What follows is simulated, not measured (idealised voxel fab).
process module | voxel gate over fins
cross-section cut | 210 nm wide | cells 5 nm
A cross-section is a grid of square cells, given in bands from the top down. A band is one or more rows of cells.
Each band's line starts with the height of the band's top and of its bottom, in nm. Then come its materials from left to right, each with its width in nm. One material with "throughout" fills the band from edge to edge. "air" is empty space.
Height 0 is the level under which the wafer as received is all one material. The lowest band goes on downwards, as in "0 down".
A width such as "30 to 40" changes by the same amount from each row of cells to the next, from the band's top row to its bottom row.
"no change" after a step means that no cell of the cross-section changed.
closed voids: empty space of 8 cells or more with no open way to the top, each as width x height at its distance from the left edge, in nm
after a step's settings: what the simulator itself notes on the step
overlay nm, on a step with a mask: how far to the right of its planned place the mask lay; to the left if negative
plan
1 op RECEIVE | material Si
2 op CONFORMAL_DEP | material SiN | thk nm 10
3 op DIRECTIONAL_DEP | material aC | thk nm 15
4 op PATTERN | tone cover | mask id FINS | material resist | width nm 15 | pitch nm 50 | thk nm 30 | overlay nm 0
5 op DIRECTIONAL_ETCH | etch materials aC | depth nm 15
6 op STRIP | etch materials resist
7 op DIRECTIONAL_ETCH | etch materials SiN | depth nm 10
8 op DIRECTIONAL_ETCH | etch materials Si | depth nm 35
9 op STRIP | etch materials aC
10 op FILL_DEP | material SiO2 | thk nm 10
11 op CMP | height nm 10
12 op MASKED_ETCH | tone open | mask id RAIL | width nm 15 | etch materials SiO2 | depth nm 40 | overlay nm 0
13 op CONFORMAL_DEP | material TiN | thk nm 5
14 op FILL_DEP | material W | thk nm 5
15 op CMP | height nm 10
16 op SELECTIVE_ETCH | etch materials W Ru TiN | depth nm 25
17 op FILL_DEP | material SiO2 | thk nm 5
18 op CMP | height nm 10
19 op SELECTIVE_ETCH | etch materials SiO2 | depth nm 20
20 op STRIP | etch materials SiN
21 op CONFORMAL_DEP | material HfO2 | thk nm 5
22 op CONFORMAL_DEP | material TiN | thk nm 5
23 op CONFORMAL_DEP | material TiAl | thk nm 5
24 op CONFORMAL_DEP | material TiN | thk nm 5
25 op FILL_DEP | material W | thk nm 15
26 op CMP | height nm 30
27 op CONFORMAL_DEP | material SiN | thk nm 5
first wafer, as planned
as received, after step 1
  0 down: Si throughout
  closed voids: none
after step 2
  10 to 0: SiN throughout
  below 0: unchanged
after step 3
  25 to 10: aC throughout
  below 10: unchanged
after step 4
  55 to 25: air 45 | resist 15 | air 35 | resist 15 | air 35 | resist 15 | air 50
  below 25: unchanged
after step 5
  40 to 25: air 45 | resist 15 | air 35 | resist 15 | air 35 | resist 15 | air 50
  25 to 10: air 45 | aC 15 | air 35 | aC 15 | air 35 | aC 15 | air 50
  below 10: unchanged
after step 6
  25 to 10: air 45 | aC 15 | air 35 | aC 15 | air 35 | aC 15 | air 50
  below 10: unchanged
after step 7
  25 to 10: air 45 | aC 15 | air 35 | aC 15 | air 35 | aC 15 | air 50
  10 to 0: air 45 | SiN 15 | air 35 | SiN 15 | air 35 | SiN 15 | air 50
  below 0: unchanged
after step 8
  25 to 10: air 45 | aC 15 | air 35 | aC 15 | air 35 | aC 15 | air 50
  10 to 0: air 45 | SiN 15 | air 35 | SiN 15 | air 35 | SiN 15 | air 50
  0 to -35: air 45 | Si 15 | air 35 | Si 15 | air 35 | Si 15 | air 50
  below -35: unchanged
after step 9
  10 to 0: air 45 | SiN 15 | air 35 | SiN 15 | air 35 | SiN 15 | air 50
  below 0: unchanged
after step 10
  20 to 10: SiO2 throughout
  10 to 0: SiO2 45 | SiN 15 | SiO2 35 | SiN 15 | SiO2 35 | SiN 15 | SiO2 50
  0 to -35: SiO2 45 | Si 15 | SiO2 35 | Si 15 | SiO2 35 | Si 15 | SiO2 50
  below -35: unchanged
after step 11
  10 to 0: SiO2 45 | SiN 15 | SiO2 35 | SiN 15 | SiO2 35 | SiN 15 | SiO2 50
  below 0: unchanged
after step 12
  10 to 0: SiO2 45 | SiN 15 | SiO2 10 | air 15 | SiO2 10 | SiN 15 | SiO2 35 | SiN 15 | SiO2 50
  0 to -30: SiO2 45 | Si 15 | SiO2 10 | air 15 | SiO2 10 | Si 15 | SiO2 35 | Si 15 | SiO2 50
  below -30: unchanged
after step 13
  15 to 10: TiN 75 | air 5 | TiN 130
  10 to 0: SiO2 45 | SiN 15 | SiO2 10 | TiN 5 | air 5 | TiN 5 | SiO2 10 | SiN 15 | SiO2 35 | SiN 15 | SiO2 50
  0 to -25: SiO2 45 | Si 15 | SiO2 10 | TiN 5 | air 5 | TiN 5 | SiO2 10 | Si 15 | SiO2 35 | Si 15 | SiO2 50
  -25 to -30: SiO2 45 | Si 15 | SiO2 10 | TiN 15 | SiO2 10 | Si 15 | SiO2 35 | Si 15 | SiO2 50
  below -30: unchanged
after step 14
  20 to 15: W throughout
  15 to 10: TiN 75 | W 5 | TiN 130
  10 to 0: SiO2 45 | SiN 15 | SiO2 10 | TiN 5 | W 5 | TiN 5 | SiO2 10 | SiN 15 | SiO2 35 | SiN 15 | SiO2 50
  0 to -25: SiO2 45 | Si 15 | SiO2 10 | TiN 5 | W 5 | TiN 5 | SiO2 10 | Si 15 | SiO2 35 | Si 15 | SiO2 50
  below -25: unchanged
after step 15
  10 to 0: SiO2 45 | SiN 15 | SiO2 10 | TiN 5 | W 5 | TiN 5 | SiO2 10 | SiN 15 | SiO2 35 | SiN 15 | SiO2 50
  below 0: unchanged
after step 16
  10 to 0: SiO2 45 | SiN 15 | SiO2 10 | air 15 | SiO2 10 | SiN 15 | SiO2 35 | SiN 15 | SiO2 50
  0 to -15: SiO2 45 | Si 15 | SiO2 10 | air 15 | SiO2 10 | Si 15 | SiO2 35 | Si 15 | SiO2 50
  below -15: unchanged
after step 17
  15 to 10: SiO2 throughout
  10 to 0: SiO2 45 | SiN 15 | SiO2 35 | SiN 15 | SiO2 35 | SiN 15 | SiO2 50
  0 to -15: SiO2 45 | Si 15 | SiO2 35 | Si 15 | SiO2 35 | Si 15 | SiO2 50
  below -15: unchanged
after step 18
  10 to 0: SiO2 45 | SiN 15 | SiO2 35 | SiN 15 | SiO2 35 | SiN 15 | SiO2 50
  below 0: unchanged
after step 19
  10 to 0: air 45 | SiN 15 | air 35 | SiN 15 | air 35 | SiN 15 | air 50
  0 to -10: air 45 | Si 15 | air 35 | Si 15 | air 35 | Si 15 | air 50
  below -10: unchanged
after step 20
  0 to -10: air 45 | Si 15 | air 35 | Si 15 | air 35 | Si 15 | air 50
  below -10: unchanged
after step 21
  5 to 0: air 40 | HfO2 25 | air 25 | HfO2 25 | air 25 | HfO2 25 | air 45
  0 to -5: air 40 | HfO2 5 | Si 15 | HfO2 5 | air 25 | HfO2 5 | Si 15 | HfO2 5 | air 25 | HfO2 5 | Si 15 | HfO2 5 | air 45
  -5 to -10: HfO2 45 | Si 15 | HfO2 35 | Si 15 | HfO2 35 | Si 15 | HfO2 50
  below -10: unchanged
after step 22
  10 to 5: air 35 | TiN 35 | air 15 | TiN 35 | air 15 | TiN 35 | air 40
  5 to 0: air 35 | TiN 5 | HfO2 25 | TiN 5 | air 15 | TiN 5 | HfO2 25 | TiN 5 | air 15 | TiN 5 | HfO2 25 | TiN 5 | air 40
  0 to -5: TiN 40 | HfO2 5 | Si 15 | HfO2 5 | TiN 25 | HfO2 5 | Si 15 | HfO2 5 | TiN 25 | HfO2 5 | Si 15 | HfO2 5 | TiN 45
  below -5: unchanged
after step 23
  15 to 10: air 30 | TiAl 45 | air 5 | TiAl 45 | air 5 | TiAl 45 | air 35
  10 to 5: air 30 | TiAl 5 | TiN 35 | TiAl 5 | air 5 | TiAl 5 | TiN 35 | TiAl 5 | air 5 | TiAl 5 | TiN 35 | TiAl 5 | air 35
  5 to 0: TiAl 35 | TiN 5 | HfO2 25 | TiN 5 | TiAl 15 | TiN 5 | HfO2 25 | TiN 5 | TiAl 15 | TiN 5 | HfO2 25 | TiN 5 | TiAl 40
  below 0: unchanged
after step 24
  20 to 15: air 25 | TiN 155 | air 30
  15 to 10: air 25 | TiN 5 | TiAl 45 | TiN 5 | TiAl 45 | TiN 5 | TiAl 45 | TiN 5 | air 30
  10 to 5: TiN 30 | TiAl 5 | TiN 35 | TiAl 5 | TiN 5 | TiAl 5 | TiN 35 | TiAl 5 | TiN 5 | TiAl 5 | TiN 35 | TiAl 5 | TiN 35
  below 5: unchanged
after step 25
  35 to 20: W throughout
  20 to 15: W 25 | TiN 155 | W 30
  15 to 10: W 25 | TiN 5 | TiAl 45 | TiN 5 | TiAl 45 | TiN 5 | TiAl 45 | TiN 5 | W 30
  below 10: unchanged
after step 26
  30 to 20: W throughout
  below 20: unchanged
after step 27
  35 to 30: SiN throughout
  below 30: unchanged
second wafer: like start, like plan, one mistake. Through step 1 it matches the first wafer
when step 2 should have ended
  10 to 0: HfO2 throughout
  below 0: unchanged
when step 3 should have ended
  25 to 10: aC throughout
  below 10: unchanged
when step 4 should have ended
  55 to 25: air 45 | resist 15 | air 35 | resist 15 | air 35 | resist 15 | air 50
  below 25: unchanged
when step 5 should have ended
  40 to 25: air 45 | resist 15 | air 35 | resist 15 | air 35 | resist 15 | air 50
  25 to 10: air 45 | aC 15 | air 35 | aC 15 | air 35 | aC 15 | air 50
  below 10: unchanged
when step 6 should have ended
  25 to 10: air 45 | aC 15 | air 35 | aC 15 | air 35 | aC 15 | air 50
  below 10: unchanged
when step 7 should have ended: no change
when step 8 should have ended: no change
when step 9 should have ended
  10 to 0: HfO2 throughout
  below 0: unchanged
when step 10 should have ended
  20 to 10: SiO2 throughout
  below 10: unchanged
when step 11 should have ended
  10 to 0: HfO2 throughout
  below 0: unchanged
when step 12 should have ended: no change
when step 13 should have ended
  15 to 10: TiN throughout
  below 10: unchanged
when step 14 should have ended
  20 to 15: W throughout
  below 15: unchanged
when step 15 should have ended
  10 to 0: HfO2 throughout
  below 0: unchanged
when step 16 should have ended: no change
when step 17 should have ended
  15 to 10: SiO2 throughout
  below 10: unchanged
when step 18 should have ended
  10 to 0: HfO2 throughout
  below 0: unchanged
when step 19 should have ended: no change
when step 20 should have ended: no change
when step 21 should have ended
  15 to 0: HfO2 throughout
  below 0: unchanged
when step 22 should have ended
  20 to 15: TiN throughout
  below 15: unchanged
when step 23 should have ended
  25 to 20: TiAl throughout
  below 20: unchanged
when step 24 should have ended
  30 to 25: TiN throughout
  below 25: unchanged
when step 25 should have ended
  45 to 30: W throughout
  below 30: unchanged
when step 26 should have ended
  30 to 25: TiN throughout
  below 25: unchanged
when step 27 should have ended
  35 to 30: SiN throughout
  below 30: unchanged
what went wrong: step 2 ran as: op CONFORMAL_DEP | material HfO2 | thk nm 10
at the end the second wafer has, in cells: 72 more of HfO2 | 231 more of Si | 156 fewer of SiO2 | 12 fewer of TiAl | 27 fewer of TiN | 108 fewer of W
